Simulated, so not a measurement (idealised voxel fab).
Presented below is a process module, voxel self aligned vias.
295 nm wide, 5 nm square cells: that's cross-section cut.
Format of a cross-section: grid, square cells. Given as bands. Order: top down. Band: one or more rows of cells. Top, bottom (nm), then materials left to right with widths (nm); lone material tagged "all across" fills the whole band edge to edge; "air" = empty space. Convention: height 0 is the level below which the wafer, as received, is all one material. The lowest band does not terminate at the bottom but continues downward, represented as "0 nm and below". Width spec "30->40" -> top row of cells at first value, bottom row at second value, equal per-row change in between. Step marked "no change"? Then no cell in the cross-section changed in it. The entry "Sealed voids" lists the empty spaces that cover at least 8 cells and have no open path to the top. Each is written as width x height at distance, where the distance is measured from the left edge and all three values are in nm. Read whatever lies past the settings on a step's line as the simulator's own remark about the step. A step line may carry the setting "overlay nm", which, for steps involving a mask, states the distance by which the mask lay to the right of its intended position; negative values denote displacement to the left.

[Steps in the process plan]
1) RECEIVE | material Si
2) CONFORMAL_DEP | material SiO2 | thk nm 10
3) CONFORMAL_DEP | material SiCN | thk nm 5
4) DIRECTIONAL_DEP | material lowk | thk nm 30
5) DIRECTIONAL_DEP | material aC | thk nm 10
6) PATTERN | tone open | mask id LINES | material resist | width nm 20 | pitch nm 55 | thk nm 25 | overlay nm 0
7) DIRECTIONAL_ETCH | etch materials aC | depth nm 10
8) STRIP | etch materials resist
9) DIRECTIONAL_ETCH | etch materials lowk | depth nm 30
10) STRIP | etch materials aC
11) CONFORMAL_DEP | material TiN | thk nm 5
12) FILL_DEP | material Ru | thk nm 5
13) CMP | height nm 45
14) SELECTIVE_ETCH | etch materials W Ru TiN | depth nm 5
15) FILL_DEP | material SiN | thk nm 5
16) CMP | height nm 45
17) DIRECTIONAL_DEP | material lowk | thk nm 15
18) DIRECTIONAL_DEP | material aC | thk nm 15
19) PATTERN | tone open | mask id VIAS | material resist | width nm 30 | thk nm 30 | overlay nm 0
20) DIRECTIONAL_ETCH | etch materials aC | depth nm 15
21) STRIP | etch materials resist
22) DIRECTIONAL_ETCH | etch materials lowk | depth nm 15
23) DIRECTIONAL_ETCH | etch materials SiN | depth nm 5
24) STRIP | etch materials aC
25) CONFORMAL_DEP | material TiN | thk nm 5
26) FILL_DEP | material Cu | thk nm 5
27) CMP | height nm 60
28) CONFORMAL_DEP | material SiN | thk nm 5

[Cross-section of the wafer at receipt, which is the condition after step 1]
  0 nm and below = Si all across
  Sealed voids: none

[End-of-module cross-section of the first of two wafers, processed as planned]
  65 nm to 60 nm = SiN all across
  60 nm to 50 nm = lowk (105)  TiN (5)  Cu (20)  TiN (5)  lowk (160)
  50 nm to 45 nm = lowk (105)  TiN (10)  Cu (10)  TiN (10)  lowk (160)
  45 nm to 40 nm = lowk (110)  TiN (20)  lowk (35)  SiN (20)  lowk (110)
  40 nm to 20 nm = lowk (110)  TiN (5)  Ru (10)  TiN (5)  lowk (35)  TiN (5)  Ru (10)  TiN (5)  lowk (110)
  20 nm to 15 nm = lowk (110)  TiN (20)  lowk (35)  TiN (20)  lowk (110)
  15 nm to 10 nm = SiCN all across
  10 nm to 0 nm = SiO2 all across
  0 nm and below = Si all across
  Sealed voids: none

[Second wafer of the two, sectioned at the end of the module. It began like the first and followed the same plan, but one mistake was made while running it]
  65 nm to 60 nm = SiN all across
  60 nm to 50 nm = lowk (105)  TiN (5)  Cu (20)  TiN (5)  lowk (160)
  50 nm to 45 nm = lowk (105)  TiN (10)  Cu (10)  TiN (10)  lowk (160)
  45 nm to 40 nm = lowk (110)  TiN (20)  lowk (35)  SiN (20)  lowk (110)
  40 nm to 20 nm = lowk (110)  TiN (5)  Ru (10)  TiN (5)  lowk (35)  TiN (5)  Ru (10)  TiN (5)  lowk (110)
  20 nm to 15 nm = lowk (110)  TiN (20)  lowk (35)  TiN (20)  lowk (110)
  15 nm to 5 nm = SiO2 all across
  5 nm to 0 nm = SiCN all across
  0 nm and below = Si all across
  Sealed voids: none
Against the plan, the run slipped here: steps 2 and 3 traded places in the executed sequence
at the end the second wafer has, in cells: as many of each material as the first, in other places
